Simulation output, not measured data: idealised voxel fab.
Presented below is a process module, voxel fin reveal.
280 nm wide, 5 nm square cells: that's cross-section cut.
Each cross-section below is a grid of square cells, stated as bands in top-down order, with one or more rows of cells making up each band. Within each band entry, the heights of the top and of the bottom of the band appear first, in that order and in nm; the materials of the band then follow from left to right, each with its corresponding width in nm. The designation "full width" on a single material indicates that it fills the band from edge to edge; the designation "empty" indicates empty space. Measure heights from 0. That's the level where, below it, the as-received wafer is all one material. The lowest band is bottomless and extends downward; write it as in "0 -> down". A width given as "30->40" starts at the first number in the band's top row and ends at the second number in its bottom row, shifting by an equal amount at every step from row to row. The cross-section has no changed cell in any step marked "no modification". Entry "Sealed void inventory" = empty spaces >= 8 cells with no open way to the top; each as width x height at distance, distance from left edge, all nm. If you see something after the settings on a step's line, that's the simulator's own remark about that step. The "overlay nm" setting may appear on a step's line; for a step that uses a mask, it gives how far to the right of its planned position the mask lay, and a negative value indicates the left.

Listed below are the process steps as planned:
1,RECEIVE (material Si)
2,CONFORMAL_DEP (material SiN; thk nm 10)
3,MASKED_ETCH (tone cover; mask id FINS; width nm 15; pitch nm 40; etch materials SiN; depth nm 10; overlay nm 0)
4,MASKED_ETCH (tone cover; mask id FINS; width nm 15; pitch nm 40; etch materials Si; depth nm 40; overlay nm 0)
5,FILL_DEP (material SiO2; thk nm 5)
6,CMP (height nm 10)
7,SELECTIVE_ETCH (etch materials SiO2; depth nm 40)
8,STRIP (etch materials SiN)
Same starting wafers, different width nm at step 3. Plan value belongs to the first wafer.

The first of several wafers as received, shown in cross-section; this is its state after step 1:
- 0 -> down | Si full width
- Sealed void inventory: none

wafer rows; end of module; cells per material since receipt: (+) gained, (-) lost; then closed voids:
width nm 15 | -352 Si | +88 SiO2 | Sealed void inventory: none
width nm 20 | -320 Si | +80 SiO2 | Sealed void inventory: none
width nm 25 | -288 Si | +72 SiO2 | Sealed void inventory: none
